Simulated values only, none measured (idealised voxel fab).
The following process module bears the name voxel self aligned contacts.
In the cross-section labelled cut, the width is 185 nm and each square cell is 5 nm.
The cross-sections in this document take the form of a grid made of square cells. They are written out as bands, in order from top to bottom. Each band consists of one or more rows of cells.
Per band: top height and bottom height in nm, followed by the left-to-right materials and their widths in nm; "throughout" marks a single material spanning edge to edge, "blank" marks empty space.
Measure heights from 0. That's the level where, below it, the as-received wafer is all one material. The lowest band is bottomless and extends downward; write it as in "0 down".
Quick explanation for "30..40": the width changes in equal steps down the rows of cells, from the first number in the band's top row to the second number in its bottom row.
Reading "all unchanged" for a step: not a cell of the cross-section changed in it.
Closed-off voids of 8+ cells (no open route to the top) go in "Voids lacking openings", written width x height at distance from the left edge, in nm.
Formally, on a step line, whatever follows the settings is a remark that the simulator itself makes on the step.
overlay nm: how far to the right of its planned place the mask lay on this masked step (negative: to the left).
Guide to the pairs. Each holds a before and an after cross-section around one process step; the after cross-section is cut off at the lowest band that changed. Look under the pair for the step between them and its settings. Pairs can come from different runs of this module on the same starting wafer, so a pair follows on from the one above it only where its entry headed "Before the process" says it does.

Before the process:
- 55 to 40  50 of blank; 25 of SiN; 35 of blank; 25 of SiN; 50 of blank
- 40 to 35  SiN throughout
- 35 to 5  polySi throughout
- 5 to 0  SiO2 throughout
- 0 down  Si throughout
- Voids lacking openings: none

Post-Process Section:
- 65 to 50  40 of blank; 45 of SiN; 15 of blank; 45 of SiN; 40 of blank
- 50 to 35  SiN throughout
- Below 35 it's all the same as before, nothing changed down there.
- Voids lacking openings: none
Process step bridging the above cross-sections: CONFORMAL_DEP with material SiN, thk nm 10

Before the process: unchanged from the after cross-section in the pair immediately above; refer to that figure.

Post-Process Section:
- 55 to 40  40 of blank; 45 of SiN; 15 of blank; 45 of SiN; 40 of blank
- Below 40 it's all the same as before, nothing changed down there.
- Voids lacking openings: none
Process step bridging the above cross-sections: DIRECTIONAL_ETCH with etch materials SiN, depth nm 10

Before the process: unchanged from the after cross-section in the pair immediately above; refer to that figure.

Post-Process Section:
- 75 to 55  SiO2 throughout
- 55 to 40  40 of SiO2; 45 of SiN; 15 of SiO2; 45 of SiN; 40 of SiO2
- Below 40 it's all the same as before, nothing changed down there.
- Voids lacking openings: none
Process step bridging the above cross-sections: FILL_DEP with material SiO2, thk nm 20

Before the process: unchanged from the after cross-section in the pair immediately above; refer to that figure.

Post-Process Section:
- 65 to 55  SiO2 throughout
- Below 55 it's all the same as before, nothing changed down there.
- Voids lacking openings: none
Process step bridging the above cross-sections: CMP with height nm 65

Before the process: unchanged from the after cross-section in the pair immediately above; refer to that figure.

Post-Process Section:
- 80 to 65  70 of resist; 45 of blank; 70 of resist
- Below 65 it's all the same as before, nothing changed down there.
- Voids lacking openings: none
Process step bridging the above cross-sections: PATTERN with tone open, mask id CONTACT, material resist, width nm 45, thk nm 15, overlay nm 0

Before the process: unchanged from the after cross-section in the pair immediately above; refer to that figure.

Post-Process Section:
- 80 to 65  70 of resist; 45 of blank; 70 of resist
- 65 to 55  70 of SiO2; 45 of blank; 70 of SiO2
- 55 to 40  40 of SiO2; 45 of SiN; 15 of blank; 45 of SiN; 40 of SiO2
- Below 40 it's all the same as before, nothing changed down there.
- Voids lacking openings: none
Process step bridging the above cross-sections: DIRECTIONAL_ETCH with etch materials SiO2, depth nm 65

Before the process: unchanged from the after cross-section in the pair immediately above; refer to that figure.

Post-Process Section:
- 65 to 55  70 of SiO2; 45 of blank; 70 of SiO2
- Below 55 it's all the same as before, nothing changed down there.
- Voids lacking openings: none
Process step bridging the above cross-sections: STRIP with etch materials resist

Before the process: unchanged from the after cross-section in the pair immediately above; refer to that figure.

Post-Process Section:
- 70 to 65  75 of TiN; 35 of blank; 75 of TiN
- 65 to 55  70 of SiO2; 5..20 of TiN; 35..5 of blank; 5..20 of TiN; 70 of SiO2
- 55 to 45  40 of SiO2; 45 of SiN; 5 of TiN; 5 of blank; 5 of TiN; 45 of SiN; 40 of SiO2
- 45 to 40  40 of SiO2; 45 of SiN; 15 of TiN; 45 of SiN; 40 of SiO2
- Below 40 it's all the same as before, nothing changed down there.
- Voids lacking openings: none
Process step bridging the above cross-sections: CONFORMAL_DEP with material TiN, thk nm 5

Before the process: unchanged from the after cross-section in the pair immediately above; refer to that figure.

Post-Process Section:
- 75 to 70  W throughout
- 70 to 65  75 of TiN; 35 of W; 75 of TiN
- 65 to 55  70 of SiO2; 5..20 of TiN; 35..5 of W; 5..20 of TiN; 70 of SiO2
- 55 to 45  40 of SiO2; 45 of SiN; 5 of TiN; 5 of W; 5 of TiN; 45 of SiN; 40 of SiO2
- Below 45 it's all the same as before, nothing changed down there.
- Voids lacking openings: none
Process step bridging the above cross-sections: FILL_DEP with material W, thk nm 5

Before the process: unchanged from the after cross-section in the pair immediately above; refer to that figure.

Post-Process Section:
- 65 to 55  70 of SiO2; 5..20 of TiN; 35..5 of W; 5..20 of TiN; 70 of SiO2
- Below 55 it's all the same as before, nothing changed down there.
- Voids lacking openings: none
Process step bridging the above cross-sections: CMP with height nm 65

Before the process: unchanged from the after cross-section in the pair immediately above; refer to that figure.

Post-Process Section:
- 70 to 65  SiCN throughout
- Below 65 it's all the same as before, nothing changed down there.
- Voids lacking openings: none
Process step bridging the above cross-sections: CONFORMAL_DEP with material SiCN, thk nm 5

Before the process:
- 65 to 55  SiO2 throughout
- 55 to 35  40 of SiO2; 45 of SiN; 15 of SiO2; 45 of SiN; 40 of SiO2
- 35 to 5  40 of SiO2; 10 of SiN; 25 of polySi; 10 of SiN; 15 of SiO2; 10 of SiN; 25 of polySi; 10 of SiN; 40 of SiO2
- 5 to 0  SiO2 throughout
- 0 down  Si throughout
- Voids lacking openings: none

Post-Process Section:
- 80 to 65  75 of resist; 35 of blank; 75 of resist
- Below 65 it's all the same as before, nothing changed down there.
- Voids lacking openings: none
Process step bridging the above cross-sections: PATTERN with tone open, mask id CONTACT, material resist, width nm 35, thk nm 15, overlay nm 0

Before the process: unchanged from the after cross-section in the pair immediately above; refer to that figure.

Post-Process Section:
- 80 to 65  75 of resist; 35 of blank; 75 of resist
- 65 to 55  75 of SiO2; 35 of blank; 75 of SiO2
- 55 to 35  40 of SiO2; 45 of SiN; 15 of blank; 45 of SiN; 40 of SiO2
- 35 to 5  40 of SiO2; 10 of SiN; 25 of polySi; 10 of SiN; 15 of blank; 10 of SiN; 25 of polySi; 10 of SiN; 40 of SiO2
- 5 to 0  85 of SiO2; 15 of blank; 85 of SiO2
- Below 0 it's all the same as before, nothing changed down there.
- Voids lacking openings: none
Process step bridging the above cross-sections: DIRECTIONAL_ETCH with etch materials SiO2, depth nm 65

Before the process: unchanged from the after cross-section in the pair immediately above; refer to that figure.

Post-Process Section:
- 65 to 55  75 of SiO2; 35 of blank; 75 of SiO2
- Below 55 it's all the same as before, nothing changed down there.
- Voids lacking openings: none
Process step bridging the above cross-sections: STRIP with etch materials resist

Before the process: unchanged from the after cross-section in the pair immediately above; refer to that figure.

Post-Process Section:
- 70 to 65  80 of TiN; 25 of blank; 80 of TiN
- 65 to 55  75 of SiO2; 5..15 of TiN; 25..5 of blank; 5..15 of TiN; 75 of SiO2
- 55 to 35  40 of SiO2; 45 of SiN; 5 of TiN; 5 of blank; 5 of TiN; 45 of SiN; 40 of SiO2
- 35 to 5  40 of SiO2; 10 of SiN; 25 of polySi; 10 of SiN; 5 of TiN; 5 of blank; 5 of TiN; 10 of SiN; 25 of polySi; 10 of SiN; 40 of SiO2
- 5 to 0  85 of SiO2; 15 of TiN; 85 of SiO2
- Below 0 it's all the same as before, nothing changed down there.
- Voids lacking openings: none
Process step bridging the above cross-sections: CONFORMAL_DEP with material TiN, thk nm 5

Before the process: unchanged from the after cross-section in the pair immediately above; refer to that figure.

Post-Process Section:
- 75 to 70  W throughout
- 70 to 65  80 of TiN; 25 of W; 80 of TiN
- 65 to 55  75 of SiO2; 5..15 of TiN; 25..5 of W; 5..15 of TiN; 75 of SiO2
- 55 to 35  40 of SiO2; 45 of SiN; 5 of TiN; 5 of W; 5 of TiN; 45 of SiN; 40 of SiO2
- 35 to 5  40 of SiO2; 10 of SiN; 25 of polySi; 10 of SiN; 5 of TiN; 5 of W; 5 of TiN; 10 of SiN; 25 of polySi; 10 of SiN; 40 of SiO2
- Below 5 it's all the same as before, nothing changed down there.
- Voids lacking openings: none
Process step bridging the above cross-sections: FILL_DEP with material W, thk nm 5

Before the process: unchanged from the after cross-section in the pair immediately above; refer to that figure.

Post-Process Section:
- 65 to 55  75 of SiO2; 5..15 of TiN; 25..5 of W; 5..15 of TiN; 75 of SiO2
- Below 55 it's all the same as before, nothing changed down there.
- Voids lacking openings: none
Process step bridging the above cross-sections: CMP with height nm 65

Before the process: unchanged from the after cross-section in the pair immediately above; refer to that figure.

Post-Process Section:
- 70 to 65  SiCN throughout
- Below 65 it's all the same as before, nothing changed down there.
- Voids lacking openings: none
Process step bridging the above cross-sections: CONFORMAL_DEP with material SiCN, thk nm 5

Before the process:
- 55 to 35  SiN throughout
- 35 to 5  polySi throughout
- 5 to 0  SiO2 throughout
- 0 down  Si throughout
- Voids lacking openings: none

Post-Process Section:
- 75 to 55  45 of blank; 25 of resist; 35 of blank; 25 of resist; 55 of blank
- Below 55 it's all the same as before, nothing changed down there.
- Voids lacking openings: none
Process step bridging the above cross-sections: PATTERN with tone cover, mask id GATE, material resist, width nm 25, pitch nm 60, thk nm 20, overlay nm -5

Before the process: unchanged from the after cross-section in the pair immediately above; refer to that figure.

Post-Process Section:
- 75 to 55  45 of blank; 25 of resist; 35 of blank; 25 of resist; 55 of blank
- 55 to 35  45 of blank; 25 of SiN; 35 of blank; 25 of SiN; 55 of blank
- Below 35 it's all the same as before, nothing changed down there.
- Voids lacking openings: none
Process step bridging the above cross-sections: DIRECTIONAL_ETCH with etch materials SiN, depth nm 20

Before the process: unchanged from the after cross-section in the pair immediately above; refer to that figure.

Post-Process Section:
- 75 to 55  45 of blank; 25 of resist; 35 of blank; 25 of resist; 55 of blank
- 55 to 35  45 of blank; 25 of SiN; 35 of blank; 25 of SiN; 55 of blank
- 35 to 5  45 of blank; 25 of polySi; 35 of blank; 25 of polySi; 55 of blank
- Below 5 it's all the same as before, nothing changed down there.
- Voids lacking openings: none
Process step bridging the above cross-sections: DIRECTIONAL_ETCH with etch materials polySi, depth nm 30

Before the process: unchanged from the after cross-section in the pair immediately above; refer to that figure.

Post-Process Section:
- 55 to 35  45 of blank; 25 of SiN; 35 of blank; 25 of SiN; 55 of blank
- Below 35 it's all the same as before, nothing changed down there.
- Voids lacking openings: none
Process step bridging the above cross-sections: STRIP with etch materials resist

Before the process: unchanged from the after cross-section in the pair immediately above; refer to that figure.

Post-Process Section:
- 65 to 35  35 of blank; 45 of SiN; 15 of blank; 45 of SiN; 45 of blank
- 35 to 15  35 of blank; 10 of SiN; 25 of polySi; 10 of SiN; 15 of blank; 10 of SiN; 25 of polySi; 10 of SiN; 45 of blank
- 15 to 5  45 of SiN; 25 of polySi; 35 of SiN; 25 of polySi; 55 of SiN
- Below 5 it's all the same as before, nothing changed down there.
- Voids lacking openings: none
Process step bridging the above cross-sections: CONFORMAL_DEP with material SiN, thk nm 10

Before the process: unchanged from the after cross-section in the pair immediately above; refer to that figure.

Post-Process Section:
- 55 to 35  35 of blank; 45 of SiN; 15 of blank; 45 of SiN; 45 of blank
- 35 to 5  35 of blank; 10 of SiN; 25 of polySi; 10 of SiN; 15 of blank; 10 of SiN; 25 of polySi; 10 of SiN; 45 of blank
- Below 5 it's all the same as before, nothing changed down there.
- Voids lacking openings: none
Process step bridging the above cross-sections: DIRECTIONAL_ETCH with etch materials SiN, depth nm 10

Before the process: unchanged from the after cross-section in the pair immediately above; refer to that figure.

Post-Process Section:
- 75 to 55  SiO2 throughout
- 55 to 35  35 of SiO2; 45 of SiN; 15 of SiO2; 45 of SiN; 45 of SiO2
- 35 to 5  35 of SiO2; 10 of SiN; 25 of polySi; 10 of SiN; 15 of SiO2; 10 of SiN; 25 of polySi; 10 of SiN; 45 of SiO2
- Below 5 it's all the same as before, nothing changed down there.
- Voids lacking openings: none
Process step bridging the above cross-sections: FILL_DEP with material SiO2, thk nm 20

Before the process: unchanged from the after cross-section in the pair immediately above; refer to that figure.

Post-Process Section:
- 65 to 55  SiO2 throughout
- Below 55 it's all the same as before, nothing changed down there.
- Voids lacking openings: none
Process step bridging the above cross-sections: CMP with height nm 65

Before the process: unchanged from the after cross-section in the pair immediately above; refer to that figure.

Post-Process Section:
- 80 to 65  70 of resist; 45 of blank; 70 of resist
- Below 65 it's all the same as before, nothing changed down there.
- Voids lacking openings: none
Process step bridging the above cross-sections: PATTERN with tone open, mask id CONTACT, material resist, width nm 45, thk nm 15, overlay nm 0

Before the process: unchanged from the after cross-section in the pair immediately above; refer to that figure.

Post-Process Section:
- 80 to 65  70 of resist; 45 of blank; 70 of resist
- 65 to 55  70 of SiO2; 45 of blank; 70 of SiO2
- 55 to 35  35 of SiO2; 45 of SiN; 15 of blank; 45 of SiN; 45 of SiO2
- 35 to 5  35 of SiO2; 10 of SiN; 25 of polySi; 10 of SiN; 15 of blank; 10 of SiN; 25 of polySi; 10 of SiN; 45 of SiO2
- 5 to 0  80 of SiO2; 15 of blank; 90 of SiO2
- Below 0 it's all the same as before, nothing changed down there.
- Voids lacking openings: none
Process step bridging the above cross-sections: DIRECTIONAL_ETCH with etch materials SiO2, depth nm 65

Before the process: unchanged from the after cross-section in the pair immediately above; refer to that figure.

Post-Process Section:
- 65 to 55  70 of SiO2; 45 of blank; 70 of SiO2
- Below 55 it's all the same as before, nothing changed down there.
- Voids lacking openings: none
Process step bridging the above cross-sections: STRIP with etch materials resist

Before the process: unchanged from the after cross-section in the pair immediately above; refer to that figure.

Post-Process Section:
- 70 to 65  75 of TiN; 35 of blank; 75 of TiN
- 65 to 55  70 of SiO2; 5..15 of TiN; 35..5 of blank; 5..25 of TiN; 70 of SiO2
- 55 to 35  35 of SiO2; 45 of SiN; 5 of TiN; 5 of blank; 5 of TiN; 45 of SiN; 45 of SiO2
- 35 to 5  35 of SiO2; 10 of SiN; 25 of polySi; 10 of SiN; 5 of TiN; 5 of blank; 5 of TiN; 10 of SiN; 25 of polySi; 10 of SiN; 45 of SiO2
- 5 to 0  80 of SiO2; 15 of TiN; 90 of SiO2
- Below 0 it's all the same as before, nothing changed down there.
- Voids lacking openings: none
Process step bridging the above cross-sections: CONFORMAL_DEP with material TiN, thk nm 5

Before the process: unchanged from the after cross-section in the pair immediately above; refer to that figure.

Post-Process Section:
- 75 to 70  W throughout
- 70 to 65  75 of TiN; 35 of W; 75 of TiN
- 65 to 55  70 of SiO2; 5..15 of TiN; 35..5 of W; 5..25 of TiN; 70 of SiO2
- 55 to 35  35 of SiO2; 45 of SiN; 5 of TiN; 5 of W; 5 of TiN; 45 of SiN; 45 of SiO2
- 35 to 5  35 of SiO2; 10 of SiN; 25 of polySi; 10 of SiN; 5 of TiN; 5 of W; 5 of TiN; 10 of SiN; 25 of polySi; 10 of SiN; 45 of SiO2
- Below 5 it's all the same as before, nothing changed down there.
- Voids lacking openings: none
Process step bridging the above cross-sections: FILL_DEP with material W, thk nm 5

Before the process: unchanged from the after cross-section in the pair immediately above; refer to that figure.

Post-Process Section:
- 65 to 55  70 of SiO2; 5..15 of TiN; 35..5 of W; 5..25 of TiN; 70 of SiO2
- Below 55 it's all the same as before, nothing changed down there.
- Voids lacking openings: none
Process step bridging the above cross-sections: CMP with height nm 65

Before the process: unchanged from the after cross-section in the pair immediately above; refer to that figure.

Post-Process Section:
- 70 to 65  SiCN throughout
- Below 65 it's all the same as before, nothing changed down there.
- Voids lacking openings: none
Process step bridging the above cross-sections: CONFORMAL_DEP with material SiCN, thk nm 5

Before the process:
- 65 to 55  70 of SiO2; 5..20 of TiN; 35..5 of W; 5..20 of TiN; 70 of SiO2
- 55 to 35  40 of SiO2; 45 of SiN; 5 of TiN; 5 of W; 5 of TiN; 45 of SiN; 40 of SiO2
- 35 to 5  40 of SiO2; 10 of SiN; 25 of polySi; 10 of SiN; 5 of TiN; 5 of W; 5 of TiN; 10 of SiN; 25 of polySi; 10 of SiN; 40 of SiO2
- 5 to 0  85 of SiO2; 15 of TiN; 85 of SiO2
- 0 down  Si throughout
- Voids lacking openings: none

Post-Process Section:
- 70 to 65  polySi throughout
- Below 65 it's all the same as before, nothing changed down there.
- Voids lacking openings: none
Process step bridging the above cross-sections: CONFORMAL_DEP with material polySi, thk nm 5

Before the process:
- 65 to 55  SiO2 throughout
- 55 to 35  40 of SiO2; 45 of SiN; 15 of SiO2; 45 of SiN; 40 of SiO2
- 35 to 5  40 of SiO2; 10 of SiN; 25 of polySi; 10 of SiN; 15 of SiO2; 10 of SiN; 25 of polySi; 10 of SiN; 40 of SiO2
- 5 to 0  SiO2 throughout
- 0 down  Si throughout
- Voids lacking openings: none

Post-Process Section:
- 80 to 65  70 of blank; 45 of resist; 70 of blank
- Below 65 it's all the same as before, nothing changed down there.
- Voids lacking openings: none
Process step bridging the above cross-sections: PATTERN with tone cover, mask id CONTACT, material resist, width nm 45, thk nm 15, overlay nm 0

Before the process: unchanged from the after cross-section in the pair immediately above; refer to that figure.

Post-Process Section:
- 80 to 65  70 of blank; 45 of resist; 70 of blank
- 65 to 55  70 of blank; 45 of SiO2; 70 of blank
- 55 to 35  40 of blank; 45 of SiN; 15 of SiO2; 45 of SiN; 40 of blank
- 35 to 5  40 of blank; 10 of SiN; 25 of polySi; 10 of SiN; 15 of SiO2; 10 of SiN; 25 of polySi; 10 of SiN; 40 of blank
- 5 to 0  40 of blank; 105 of SiO2; 40 of blank
- Below 0 it's all the same as before, nothing changed down there.
- Voids lacking openings: none
Process step bridging the above cross-sections: DIRECTIONAL_ETCH with etch materials SiO2, depth nm 65

Before the process: unchanged from the after cross-section in the pair immediately above; refer to that figure.

Post-Process Section:
- 65 to 55  70 of blank; 45 of SiO2; 70 of blank
- Below 55 it's all the same as before, nothing changed down there.
- Voids lacking openings: none
Process step bridging the above cross-sections: STRIP with etch materials resist

Before the process: unchanged from the after cross-section in the pair immediately above; refer to that figure.

Post-Process Section:
- 70 to 65  65 of blank; 55 of TiN; 65 of blank
- 65 to 55  65..35 of blank; 5..35 of TiN; 45 of SiO2; 5..35 of TiN; 65..35 of blank
- 55 to 35  35 of blank; 5 of TiN; 45 of SiN; 15 of SiO2; 45 of SiN; 5 of TiN; 35 of blank
- 35 to 5  35 of blank; 5 of TiN; 10 of SiN; 25 of polySi; 10 of SiN; 15 of SiO2; 10 of SiN; 25 of polySi; 10 of SiN; 5 of TiN; 35 of blank
- 5 to 0  40 of TiN; 105 of SiO2; 40 of TiN
- Below 0 it's all the same as before, nothing changed down there.
- Voids lacking openings: none
Process step bridging the above cross-sections: CONFORMAL_DEP with material TiN, thk nm 5

Before the process: unchanged from the after cross-section in the pair immediately above; refer to that figure.

Post-Process Section:
- 75 to 70  W throughout
- 70 to 65  65 of W; 55 of TiN; 65 of W
- 65 to 55  65..35 of W; 5..35 of TiN; 45 of SiO2; 5..35 of TiN; 65..35 of W
- 55 to 35  35 of W; 5 of TiN; 45 of SiN; 15 of SiO2; 45 of SiN; 5 of TiN; 35 of W
- 35 to 5  35 of W; 5 of TiN; 10 of SiN; 25 of polySi; 10 of SiN; 15 of SiO2; 10 of SiN; 25 of polySi; 10 of SiN; 5 of TiN; 35 of W
- Below 5 it's all the same as before, nothing changed down there.
- Voids lacking openings: none
Process step bridging the above cross-sections: FILL_DEP with material W, thk nm 5

Before the process: unchanged from the after cross-section in the pair immediately above; refer to that figure.

Post-Process Section:
- 65 to 55  65..35 of W; 5..35 of TiN; 45 of SiO2; 5..35 of TiN; 65..35 of W
- Below 55 it's all the same as before, nothing changed down there.
- Voids lacking openings: none
Process step bridging the above cross-sections: CMP with height nm 65

Before the process: unchanged from the after cross-section in the pair immediately above; refer to that figure.

Post-Process Section:
- 70 to 65  SiCN throughout
- Below 65 it's all the same as before, nothing changed down there.
- Voids lacking openings: none
Process step bridging the above cross-sections: CONFORMAL_DEP with material SiCN, thk nm 5
